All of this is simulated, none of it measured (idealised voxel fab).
Process module heading - voxel gate over fins
In the cross-section labelled cut, the width is 230 nm and each square cell is 5 nm.
For the purposes of this document, a cross-section shall be understood as a grid of square cells, specified as bands listed in top-to-bottom order, each band consisting of one or more rows of cells.
Read a band's entry like this: the first values are the height of its top and the height of its bottom in nm, and what follows is the sequence of materials from left to right, each with its width in nm. Note that "air" is empty space, and that a single material marked "all across" reaches across the band from edge to edge.
Heights from 0 (as-received wafer is one material below). Bottom band endless downward, as "from 0 down".
The two numbers in a width such as "30->40" mark its ends across the band: the first belongs to the top row of cells, the second to the bottom row, and from each row to the next the width moves by the same amount.
For the purposes of this document, the phrase "nothing got changed" attached to a step denotes that no cell within the cross-section was modified by that step.
Voids not open to the top, 8 cells minimum: see "Closed void roster". Written width x height at distance; distance is from the left edge; nm.
If you see something after the settings on a step's line, that's the simulator's own remark about that step.
The optional step-line setting "overlay nm" applies to steps with a mask and quantifies how far to the right of its planned location the mask lay, a negative value indicating leftward placement.
If you're wondering how to read the rest of this, here's the deal. It's pairs of cross-sections: one from before a process step, one from after it. The after one is only drawn as far down as the lowest band that changed. Right under each pair you'll see which step sits between them and what its settings were. Don't read the pairs as one continuous story, though. They can come from different runs of this module on the same starting wafer, and a pair only carries on from the one above it where its entry headed "Ahead of processing" says so.
[Ahead of processing]
- from 10 to 5: 50 air / 25 TiN / 25 air / 25 TiN / 25 air / 25 TiN / 55 air
- from 5 to 0: 50 air / 5 TiN / 15 HfO2 / 5 TiN / 25 air / 5 TiN / 15 HfO2 / 5 TiN / 25 air / 5 TiN / 15 HfO2 / 5 TiN / 55 air
- from 0 to -5: 55 TiN / 5 HfO2 / 5 Si / 5 HfO2 / 35 TiN / 5 HfO2 / 5 Si / 5 HfO2 / 35 TiN / 5 HfO2 / 5 Si / 5 HfO2 / 60 TiN
- from -5 to -10: 60 HfO2 / 5 Si / 45 HfO2 / 5 Si / 45 HfO2 / 5 Si / 65 HfO2
- from -10 to -15: 60 SiO2 / 5 Si / 45 SiO2 / 5 Si / 45 SiO2 / 5 Si / 65 SiO2
- from -15 to -25: 50 W / 5 TiN / 5 SiO2 / 5 Si / 5 SiO2 / 10 TiN / 15 SiO2 / 10 TiN / 5 SiO2 / 5 Si / 5 SiO2 / 5 TiN / 25 W / 5 TiN / 5 SiO2 / 5 Si / 5 SiO2 / 5 TiN / 55 W
- from -25 to -30: 55 TiN / 5 SiO2 / 5 Si / 5 SiO2 / 10 TiN / 15 SiO2 / 10 TiN / 5 SiO2 / 5 Si / 5 SiO2 / 35 TiN / 5 SiO2 / 5 Si / 5 SiO2 / 60 TiN
- from -30 to -40: 60 SiO2 / 5 Si / 45 SiO2 / 5 Si / 45 SiO2 / 5 Si / 65 SiO2
- from -40 down: Si all across
- Closed void roster: none
[Post-Step Geometry]
- from 15 to 10: 45 air / 35 TiAl / 15 air / 35 TiAl / 15 air / 35 TiAl / 50 air
- from 10 to 5: 45 air / 5 TiAl / 25 TiN / 5 TiAl / 15 air / 5 TiAl / 25 TiN / 5 TiAl / 15 air / 5 TiAl / 25 TiN / 5 TiAl / 50 air
- from 5 to 0: 50 TiAl / 5 TiN / 15 HfO2 / 5 TiN / 25 TiAl / 5 TiN / 15 HfO2 / 5 TiN / 25 TiAl / 5 TiN / 15 HfO2 / 5 TiN / 55 TiAl
- Nothing below the height 0 has changed.
- Closed void roster: none
Process step bridging the above cross-sections: CONFORMAL_DEP | material TiAl | thk nm 5
Ahead of processing: Please consult the pair immediately above; the cross-section it shows after its step is the state before this step.
[Post-Step Geometry]
- from 20 to 15: 40 air / 45 TiN / 5 air / 45 TiN / 5 air / 45 TiN / 45 air
- from 15 to 10: 40 air / 5 TiN / 35 TiAl / 5 TiN / 5 air / 5 TiN / 35 TiAl / 5 TiN / 5 air / 5 TiN / 35 TiAl / 5 TiN / 45 air
- from 10 to 5: 45 TiN / 5 TiAl / 25 TiN / 5 TiAl / 15 TiN / 5 TiAl / 25 TiN / 5 TiAl / 15 TiN / 5 TiAl / 25 TiN / 5 TiAl / 50 TiN
- Nothing below the height 5 has changed.
- Closed void roster: none
Process step bridging the above cross-sections: CONFORMAL_DEP | material TiN | thk nm 5
Ahead of processing: Please consult the pair immediately above; the cross-section it shows after its step is the state before this step.
[Post-Step Geometry]
- from 35 to 20: W all across
- from 20 to 15: 40 W / 45 TiN / 5 W / 45 TiN / 5 W / 45 TiN / 45 W
- from 15 to 10: 40 W / 5 TiN / 35 TiAl / 5 TiN / 5 W / 5 TiN / 35 TiAl / 5 TiN / 5 W / 5 TiN / 35 TiAl / 5 TiN / 45 W
- Nothing below the height 10 has changed.
- Closed void roster: none
Process step bridging the above cross-sections: FILL_DEP | material W | thk nm 15
Ahead of processing: Please consult the pair immediately above; the cross-section it shows after its step is the state before this step.
[Post-Step Geometry]
- from 30 to 20: W all across
- Nothing below the height 20 has changed.
- Closed void roster: none
Process step bridging the above cross-sections: CMP | height nm 30
Ahead of processing: Please consult the pair immediately above; the cross-section it shows after its step is the state before this step.
[Post-Step Geometry]
- from 35 to 30: SiCN all across
- Nothing below the height 30 has changed.
- Closed void roster: none
Process step bridging the above cross-sections: CONFORMAL_DEP | material SiCN | thk nm 5
